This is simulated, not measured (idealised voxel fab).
process module | voxel capacitor over wiring
cross-section cut | 280 nm wide | cells 5 nm
A cross-section is a grid of square cells, given in bands from the top down. A band is one or more rows of cells.
Each band's line starts with the height of the band's top and of its bottom, in nm. Then come its materials from left to right, each with its width in nm. One material with "throughout" fills the band from edge to edge. "air" is empty space.
Height 0 is the level under which the wafer as received is all one material. The lowest band goes on downwards, as in "0 down".
A width such as "30 to 40" changes by the same amount from each row of cells to the next, from the band's top row to its bottom row.
"no change" after a step means that no cell of the cross-section changed.
closed voids: empty space of 8 cells or more with no open way to the top, each as width x height at its distance from the left edge, in nm
after a step's settings: what the simulator itself notes on the step
overlay nm, on a step with a mask: how far to the right of its planned place the mask lay; to the left if negative
plan
1 op RECEIVE | material Si
2 op CONFORMAL_DEP | material SiO2 | thk nm 10
3 op CONFORMAL_DEP | material SiCN | thk nm 5
4 op DIRECTIONAL_DEP | material lowk | thk nm 25
5 op PATTERN | tone open | mask id METAL_1 | material resist | width nm 25 | pitch nm 90 | thk nm 15 | overlay nm 0
6 op DIRECTIONAL_ETCH | etch materials lowk | depth nm 25
7 op DIRECTIONAL_ETCH | etch materials SiCN | depth nm 5
8 op STRIP | etch materials resist
9 op CONFORMAL_DEP | material TiN | thk nm 5
10 op FILL_DEP | material Cu | thk nm 10
11 op CMP | height nm 40
12 op CONFORMAL_DEP | material SiCN | thk nm 5
13 op DIRECTIONAL_DEP | material SiO2 | thk nm 15
14 op DIRECTIONAL_DEP | material aC | thk nm 10
15 op PATTERN | tone open | mask id PLUG_1 | material resist | width nm 15 | thk nm 30 | overlay nm 0
16 op DIRECTIONAL_ETCH | etch materials aC | depth nm 10
17 op STRIP | etch materials resist
18 op DIRECTIONAL_ETCH | etch materials SiO2 | depth nm 15
19 op DIRECTIONAL_ETCH | etch materials SiCN | depth nm 5
20 op STRIP | etch materials aC
21 op EPI | material Ru | thk nm 10
22 op EPI | material Ru | thk nm 10
23 op DIRECTIONAL_DEP | material TiN | thk nm 10
24 op DIRECTIONAL_DEP | material HfO2 | thk nm 5
25 op DIRECTIONAL_DEP | material TiN | thk nm 10
26 op MASKED_ETCH | tone cover | mask id UPPER_PLATE | width nm 70 | etch materials TiN | depth nm 10 | overlay nm 0
27 op MASKED_ETCH | tone cover | mask id UPPER_PLATE | width nm 70 | etch materials HfO2 | depth nm 5 | overlay nm 0
28 op MASKED_ETCH | tone cover | mask id LOWER_PLATE | width nm 80 | etch materials TiN | depth nm 10 | overlay nm 0
29 op FILL_DEP | material SiO2 | thk nm 20
30 op CMP | height nm 100
31 op PATTERN | tone open | mask id PLUG_2 | material resist | width nm 15 | thk nm 20 | overlay nm 0
32 op DIRECTIONAL_ETCH | etch materials SiO2 | depth nm 15
33 op STRIP | etch materials resist
34 op CONFORMAL_DEP | material TiN | thk nm 5
35 op FILL_DEP | material Ru | thk nm 5
36 op CMP | height nm 100
37 op CONFORMAL_DEP | material SiN | thk nm 5
as received, after step 1
  0 down: Si throughout
  closed voids: none
first wafer at the end, as planned
  105 to 100: SiN throughout
  100 to 90: SiO2 100 | TiN 5 | Ru 5 | TiN 5 | SiO2 165
  90 to 85: SiO2 100 | TiN 15 | SiO2 165
  85 to 75: SiO2 90 | TiN 70 | SiO2 120
  75 to 70: SiO2 90 | HfO2 70 | SiO2 120
  70 to 60: SiO2 85 | TiN 80 | SiO2 115
  60 to 45: SiO2 90 | Ru 15 | SiO2 175
  45 to 40: SiCN 90 | Ru 15 | SiCN 175
  40 to 15: lowk 80 | TiN 5 | Cu 15 | TiN 5 | lowk 65 | TiN 5 | Cu 15 | TiN 5 | lowk 85
  15 to 10: SiCN 80 | TiN 25 | SiCN 65 | TiN 25 | SiCN 85
  10 to 0: SiO2 throughout
  0 down: Si throughout
  closed voids: none
second wafer at the end: like start, like plan, one mistake
  105 to 100: SiN throughout
  100 to 90: SiO2 100 | TiN 5 | Ru 5 | TiN 5 | SiO2 165
  90 to 85: SiO2 100 | TiN 15 | SiO2 165
  85 to 75: SiO2 85 | TiN 5 | SiO2 70 | TiN 5 | SiO2 115
  75 to 70: HfO2 throughout
  70 to 60: TiN throughout
  60 to 45: SiO2 90 | Ru 15 | SiO2 175
  45 to 40: SiCN 90 | Ru 15 | SiCN 175
  40 to 15: lowk 80 | TiN 5 | Cu 15 | TiN 5 | lowk 65 | TiN 5 | Cu 15 | TiN 5 | lowk 85
  15 to 10: SiCN 80 | TiN 25 | SiCN 65 | TiN 25 | SiCN 85
  10 to 0: SiO2 throughout
  0 down: Si throughout
  closed voids: none
what went wrong: step 26 ran as: op MASKED_ETCH | tone open | mask id UPPER_PLATE | width nm 70 | etch materials TiN | depth nm 10 | overlay nm 0
at the end the second wafer has, in cells: 42 more of HfO2 | 98 fewer of SiO2 | 56 more of TiN
